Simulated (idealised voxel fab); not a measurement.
Name of the process module below: voxel transistor to metal
The cross-section shown here is cut; it is 295 nm wide and divided into square cells measuring 5 nm on a side.
A cross-section in this document is a grid of square cells, and it is written down as bands, the top band listed before the ones below it; a band is made up of one or more rows of cells.
Each band's line starts with the height of the band's top and of its bottom, in nm. Then come its materials from left to right, each with its width in nm. One material with "edge to edge" fills the band from edge to edge. "air" is empty space.
The reference from which all heights are counted is 0, the level beneath which the as-received wafer is entirely one material; the lowest band, having no lower bound, proceeds downward and is written after the example "0 -> down".
The expression "30..40" gives the width at the extremes of the band, the first number at its top row of cells and the second at its bottom row, with the width changing by equal amounts from each row to the next in between.
Reading "nothing altered" for a step: not a cell of the cross-section changed in it.
Closed-off voids: empty space of 8 cells or more with no open way to the top, each as width x height at its distance from the left edge, in nm
On each step's line, the part that comes after the settings is the simulator's own comment on the step.
If you see "overlay nm" on a step's line and that step has a mask, it's telling you how far right of where it was planned the mask ended up; a negative number means it went left instead.
## List of planned process steps
- 1: RECEIVE [material Si]
- 2: OXIDIZE [depth nm 5]
- 3: CONFORMAL_DEP [material SiN] [thk nm 15]
- 4: DIRECTIONAL_DEP [material aC] [thk nm 10]
- 5: PATTERN [tone cover] [mask id ACTIVE] [material resist] [width nm 95] [pitch nm 125] [thk nm 30] [overlay nm 0]
- 6: DIRECTIONAL_ETCH [etch materials aC] [depth nm 10]
- 7: STRIP [etch materials resist]
- 8: DIRECTIONAL_ETCH [etch materials SiN] [depth nm 15]
- 9: DIRECTIONAL_ETCH [etch materials SiO2] [depth nm 5]
- 10: DIRECTIONAL_ETCH [etch materials Si] [depth nm 30]
- 11: STRIP [etch materials aC]
- 12: OXIDIZE [depth nm 5]
- 13: FILL_DEP [material SiO2] [thk nm 10]
- 14: CMP [height nm 15]
- 15: SELECTIVE_ETCH [etch materials SiO2] [depth nm 10]
- 16: STRIP [etch materials SiN]
- 17: SELECTIVE_ETCH [etch materials SiO2] [depth nm 5]
- 18: OXIDIZE [depth nm 5]
- 19: DIRECTIONAL_DEP [material polySi] [thk nm 20]
- 20: DIRECTIONAL_DEP [material SiCN] [thk nm 10]
- 21: PATTERN [tone cover] [mask id GATE] [material resist] [width nm 15] [pitch nm 125] [thk nm 15] [overlay nm 0]
- 22: DIRECTIONAL_ETCH [etch materials SiCN] [depth nm 20]
- 23: DIRECTIONAL_ETCH [etch materials polySi] [depth nm 30]
- 24: STRIP [etch materials resist]
- 25: CONFORMAL_DEP [material SiN] [thk nm 5]
- 26: DIRECTIONAL_ETCH [etch materials SiN] [depth nm 5]
- 27: DIRECTIONAL_ETCH [etch materials SiO2] [depth nm 5]
- 28: DIRECTIONAL_ETCH [etch materials Si] [depth nm 10]
- 29: EPI [material SiGe] [thk nm 15]
- 30: FILL_DEP [material SiO2] [thk nm 5]
- 31: CMP [height nm 25]
- 32: DIRECTIONAL_DEP [material SiO2] [thk nm 15]
- 33: MASKED_ETCH [tone open] [mask id CONTACT] [width nm 25] [etch materials SiO2] [depth nm 45] [overlay nm 0]
- 34: CONFORMAL_DEP [material TiN] [thk nm 5]
- 35: FILL_DEP [material Ru] [thk nm 5]
- 36: CMP [height nm 40]
- 37: DIRECTIONAL_DEP [material TiN] [thk nm 5]
- 38: DIRECTIONAL_DEP [material Ru] [thk nm 15]
- 39: MASKED_ETCH [tone cover] [mask id METAL_1] [width nm 15] [etch materials Ru] [depth nm 15] [overlay nm 0]
- 40: MASKED_ETCH [tone cover] [mask id METAL_1] [width nm 15] [etch materials TiN] [depth nm 5] [overlay nm 0]
- 41: CONFORMAL_DEP [material SiCN] [thk nm 5]
- 42: FILL_DEP [material lowk] [thk nm 10]
- 43: CMP [height nm 60]
- 44: CONFORMAL_DEP [material SiN] [thk nm 5]
## Here's what the wafer looked like in cross-section when it arrived - that's after step 1
- 0 -> down  Si edge to edge
- Closed-off voids: none
## Starting wafer: above. Plan: above. Run: one mistake. Cross-section after the module: below
- 65 -> 60  SiN edge to edge
- 60 -> 55  SiCN 45, then TiN 15, then SiCN 45, then TiN 15, then SiCN 50, then TiN 15, then SiCN 45, then TiN 15, then SiCN 50
- 55 -> 40  Ru edge to edge
- 40 -> 25  SiO2 45, then TiN 5, then Ru 15, then TiN 5, then SiO2 25, then TiN 5, then Ru 15, then TiN 5, then SiO2 50, then TiN 5, then Ru 15, then TiN 5, then SiO2 25, then TiN 5, then Ru 15, then TiN 5, then SiO2 50
- 25 -> 15  SiO2 45, then TiN 5, then Ru 15, then TiN 5, then SiN 5, then SiCN 15, then SiN 5, then TiN 5, then Ru 15, then TiN 5, then SiO2 50, then TiN 5, then Ru 15, then TiN 5, then SiN 5, then SiCN 15, then SiN 5, then TiN 5, then Ru 15, then TiN 5, then SiO2 50
- 15 -> 10  SiO2 45, then TiN 5, then Ru 15, then TiN 5, then SiN 5, then polySi 15, then SiN 5, then TiN 5, then Ru 15, then TiN 5, then SiO2 50, then TiN 5, then Ru 15, then TiN 5, then SiN 5, then polySi 15, then SiN 5, then TiN 5, then Ru 15, then TiN 5, then SiO2 50
- 10 -> 5  SiO2 45, then TiN 25, then SiN 5, then polySi 15, then SiN 5, then TiN 25, then SiO2 50, then TiN 25, then SiN 5, then polySi 15, then SiN 5, then TiN 25, then SiO2 50
- 5 -> 0  SiO2 45, then TiN 10, then SiGe 15, then SiN 5, then polySi 15, then SiN 5, then SiGe 15, then TiN 10, then SiO2 50, then TiN 10, then SiGe 15, then SiN 5, then polySi 15, then SiN 5, then SiGe 15, then TiN 10, then SiO2 50
- 0 -> -5  SiO2 30, then SiN 5, then SiO2 10, then TiN 10, then SiGe 15, then SiN 5, then polySi 15, then SiN 5, then SiGe 15, then TiN 10, then SiO2 10, then SiN 5, then SiO2 20, then SiN 5, then SiO2 10, then TiN 10, then SiGe 15, then SiN 5, then polySi 15, then SiN 5, then SiGe 15, then TiN 10, then SiO2 10, then SiN 5, then SiO2 35
- -5 -> -10  SiO2 35, then SiGe 35, then SiO2 25, then SiGe 35, then SiO2 30, then SiGe 35, then SiO2 25, then SiGe 35, then SiO2 40
- -10 -> -20  SiO2 40, then SiGe 30, then Si 25, then SiGe 30, then SiO2 40, then SiGe 30, then Si 25, then SiGe 30, then SiO2 45
- -20 -> -40  SiO2 40, then Si 85, then SiO2 40, then Si 85, then SiO2 45
- -40 -> down  Si edge to edge
- Closed-off voids: none
Misprocessing identified: steps 37 and 38 of the plan were run in the wrong order, each in the other's place
